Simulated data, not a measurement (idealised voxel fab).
Process module in this document: voxel gate over fins
Square cells of 5 nm make up the cross-section cut, whose width is 170 nm.
Cross-section = grid of square cells, listed top down in bands; band = one or more rows. Per band: top height and bottom height in nm, followed by the left-to-right materials and their widths in nm; "throughout" marks a single material spanning edge to edge, "air" marks empty space. Heads up on the height convention: 0 is the point under which the incoming wafer is all one material, and the lowest band has no bottom, it just keeps going down, like "from 0 down". Graded width ("30->40"): value in top row of band = first number; value in bottom row = second number; row-to-row change constant. For the purposes of this document, the phrase "nothing altered" attached to a step denotes that no cell within the cross-section was modified by that step. "Sealed voids" contains a list of empty spaces, each no smaller than 8 cells and without an open way to the top, written in the form width x height at distance with the distance from the left edge and all three in nm. Anything after a step's settings on that line? It's the simulator's own note about the step. overlay nm: where the mask lay relative to plan, measured to the right, on steps with a mask; negatives go left.
# Process steps (planned)
1. op RECEIVE | material Si
2. op CONFORMAL_DEP | material SiN | thk nm 10
3. op DIRECTIONAL_DEP | material aC | thk nm 10
4. op PATTERN | tone cover | mask id FINS | material resist | width nm 15 | pitch nm 60 | thk nm 30 | overlay nm 0
5. op DIRECTIONAL_ETCH | etch materials aC | depth nm 10
6. op STRIP | etch materials resist
7. op DIRECTIONAL_ETCH | etch materials SiN | depth nm 10
8. op DIRECTIONAL_ETCH | etch materials Si | depth nm 25
9. op STRIP | etch materials aC
10. op OXIDIZE | depth nm 5
11. op FILL_DEP | material SiO2 | thk nm 5
12. op CMP | height nm 10
13. op DIRECTIONAL_DEP | material aC | thk nm 15
14. op PATTERN | tone open | mask id RAIL | material resist | width nm 15 | thk nm 30 | overlay nm 0
15. op DIRECTIONAL_ETCH | etch materials aC | depth nm 15
16. op STRIP | etch materials resist
17. op DIRECTIONAL_ETCH | etch materials SiO2 | depth nm 40
18. op STRIP | etch materials aC
19. op CONFORMAL_DEP | material TiN | thk nm 5
20. op FILL_DEP | material Ru | thk nm 10
21. op CMP | height nm 10
22. op SELECTIVE_ETCH | etch materials W Ru TiN | depth nm 30
23. op FILL_DEP | material SiO2 | thk nm 5
24. op CMP | height nm 10
25. op SELECTIVE_ETCH | etch materials SiO2 | depth nm 25
26. op STRIP | etch materials SiN
27. op CONFORMAL_DEP | material HfO2 | thk nm 5
28. op CONFORMAL_DEP | material TiN | thk nm 5
29. op CONFORMAL_DEP | material TiAl | thk nm 5
30. op CONFORMAL_DEP | material TiN | thk nm 5
31. op FILL_DEP | material W | thk nm 15
32. op CMP | height nm 30
33. op CONFORMAL_DEP | material SiCN | thk nm 5
Same starting wafers, different depth nm at step 8. Plan value belongs to the first wafer.
# First wafer of several, as received: cross-section after step 1
> from 0 down: Si throughout
> Sealed voids: none
# The following table contains a row per wafer, in which are reported, at the conclusion of the module, the cells of each material gained (+) or lost (-) since the wafer's receipt, with its closed voids given thereafter
depth nm 25 | +46 HfO2 | +1 Ru | -192 Si | +34 SiCN | +90 SiO2 | +46 TiAl | +97 TiN | +116 W | Sealed voids: none
depth nm 30 | +46 HfO2 | +1 Ru | -224 Si | +34 SiCN | +122 SiO2 | +46 TiAl | +97 TiN | +116 W | Sealed voids: none
depth nm 35 | +46 HfO2 | +1 Ru | -256 Si | +34 SiCN | +154 SiO2 | +46 TiAl | +97 TiN | +116 W | Sealed voids: none
depth nm 40 | +46 HfO2 | +1 Ru | -288 Si | +34 SiCN | +186 SiO2 | +46 TiAl | +97 TiN | +116 W | Sealed voids: none
depth nm 45 | +46 HfO2 | +1 Ru | -320 Si | +34 SiCN | +218 SiO2 | +46 TiAl | +97 TiN | +116 W | Sealed voids: none
depth nm 50 | +46 HfO2 | +1 Ru | -352 Si | +34 SiCN | +250 SiO2 | +46 TiAl | +97 TiN | +116 W | Sealed voids: none
